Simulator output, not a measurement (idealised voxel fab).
process module | voxel double patterning
cross-section cut | 275 nm wide | cells 5 nm
A cross-section is a grid of square cells, given in bands from the top down. A band is one or more rows of cells.
Each band's line starts with the height of the band's top and of its bottom, in nm. Then come its materials from left to right, each with its width in nm. One material with "throughout" fills the band from edge to edge. "air" is empty space.
Height 0 is the level under which the wafer as received is all one material. The lowest band goes on downwards, as in "0 down".
A width such as "30 to 40" changes by the same amount from each row of cells to the next, from the band's top row to its bottom row.
"no change" after a step means that no cell of the cross-section changed.
closed voids: empty space of 8 cells or more with no open way to the top, each as width x height at its distance from the left edge, in nm
after a step's settings: what the simulator itself notes on the step
overlay nm, on a step with a mask: how far to the right of its planned place the mask lay; to the left if negative
plan
1 op RECEIVE | material Si
2 op CONFORMAL_DEP | material SiO2 | thk nm 10
3 op DIRECTIONAL_DEP | material polySi | thk nm 15
4 op DIRECTIONAL_DEP | material SiCN | thk nm 5
5 op MASKED_ETCH | tone open | mask id FIRST | width nm 15 | pitch nm 50 | etch materials SiCN | depth nm 5 | overlay nm 0
6 op DIRECTIONAL_DEP | material aC | thk nm 10
7 op PATTERN | tone open | mask id SECOND | material resist | width nm 15 | pitch nm 50 | thk nm 25 | overlay nm 0
8 op DIRECTIONAL_ETCH | etch materials aC | depth nm 10
9 op STRIP | etch materials resist
10 op DIRECTIONAL_ETCH | etch materials SiCN | depth nm 5
11 op STRIP | etch materials aC
12 op DIRECTIONAL_ETCH | etch materials polySi | depth nm 15
13 op STRIP | etch materials SiCN
first wafer, as planned
as received, after step 1
  0 down: Si throughout
  closed voids: none
after step 2
  10 to 0: SiO2 throughout
  below 0: unchanged
after step 3
  25 to 10: polySi throughout
  below 10: unchanged
after step 4
  30 to 25: SiCN throughout
  below 25: unchanged
after step 5
  30 to 25: SiCN 80 | air 15 | SiCN 35 | air 15 | SiCN 35 | air 15 | SiCN 80
  below 25: unchanged
after step 6
  40 to 35: aC 80 | air 15 | aC 35 | air 15 | aC 35 | air 15 | aC 80
  35 to 30: aC throughout
  30 to 25: SiCN 80 | aC 15 | SiCN 35 | aC 15 | SiCN 35 | aC 15 | SiCN 80
  below 25: unchanged
after step 7
  65 to 40: resist 105 | air 15 | resist 35 | air 15 | resist 105
  40 to 35: aC 80 | resist 15 | aC 35 | resist 15 | aC 35 | resist 15 | aC 80
  below 35: unchanged
after step 8
  55 to 40: resist 105 | air 15 | resist 35 | air 15 | resist 105
  40 to 35: aC 80 | resist 15 | aC 10 | air 15 | aC 10 | resist 15 | aC 10 | air 15 | aC 10 | resist 15 | aC 80
  35 to 30: aC 105 | air 15 | aC 35 | air 15 | aC 105
  below 30: unchanged
after step 9
  40 to 35: aC 80 | air 15 | aC 10 | air 15 | aC 10 | air 15 | aC 10 | air 15 | aC 10 | air 15 | aC 80
  below 35: unchanged
after step 10
  40 to 35: aC 80 | air 15 | aC 10 | air 15 | aC 10 | air 15 | aC 10 | air 15 | aC 10 | air 15 | aC 80
  35 to 30: aC 105 | air 15 | aC 35 | air 15 | aC 105
  30 to 25: SiCN 80 | aC 15 | SiCN 10 | air 15 | SiCN 10 | aC 15 | SiCN 10 | air 15 | SiCN 10 | aC 15 | SiCN 80
  below 25: unchanged
after step 11
  30 to 25: SiCN 80 | air 15 | SiCN 10 | air 15 | SiCN 10 | air 15 | SiCN 10 | air 15 | SiCN 10 | air 15 | SiCN 80
  below 25: unchanged
after step 12
  30 to 25: SiCN 80 | air 15 | SiCN 10 | air 15 | SiCN 10 | air 15 | SiCN 10 | air 15 | SiCN 10 | air 15 | SiCN 80
  25 to 10: polySi 80 | air 15 | polySi 10 | air 15 | polySi 10 | air 15 | polySi 10 | air 15 | polySi 10 | air 15 | polySi 80
  below 10: unchanged
after step 13
  25 to 10: polySi 80 | air 15 | polySi 10 | air 15 | polySi 10 | air 15 | polySi 10 | air 15 | polySi 10 | air 15 | polySi 80
  below 10: unchanged
second wafer: like start, like plan, one mistake. Through step 3 it matches the first wafer
when step 4 should have ended
  30 to 25: SiO2 throughout
  below 25: unchanged
when step 5 should have ended: no change
when step 6 should have ended
  40 to 30: aC throughout
  below 30: unchanged
when step 7 should have ended
  65 to 40: resist 105 | air 15 | resist 35 | air 15 | resist 105
  below 40: unchanged
when step 8 should have ended
  55 to 40: resist 105 | air 15 | resist 35 | air 15 | resist 105
  40 to 30: aC 105 | air 15 | aC 35 | air 15 | aC 105
  below 30: unchanged
when step 9 should have ended
  40 to 30: aC 105 | air 15 | aC 35 | air 15 | aC 105
  below 30: unchanged
when step 10 should have ended: no change
when step 11 should have ended
  30 to 25: SiO2 throughout
  below 25: unchanged
when step 12 should have ended: no change
when step 13 should have ended: no change
what went wrong: step 4 ran as: op DIRECTIONAL_DEP | material SiO2 | thk nm 5
at the end the second wafer has, in cells: 55 more of SiO2 | 45 more of polySi
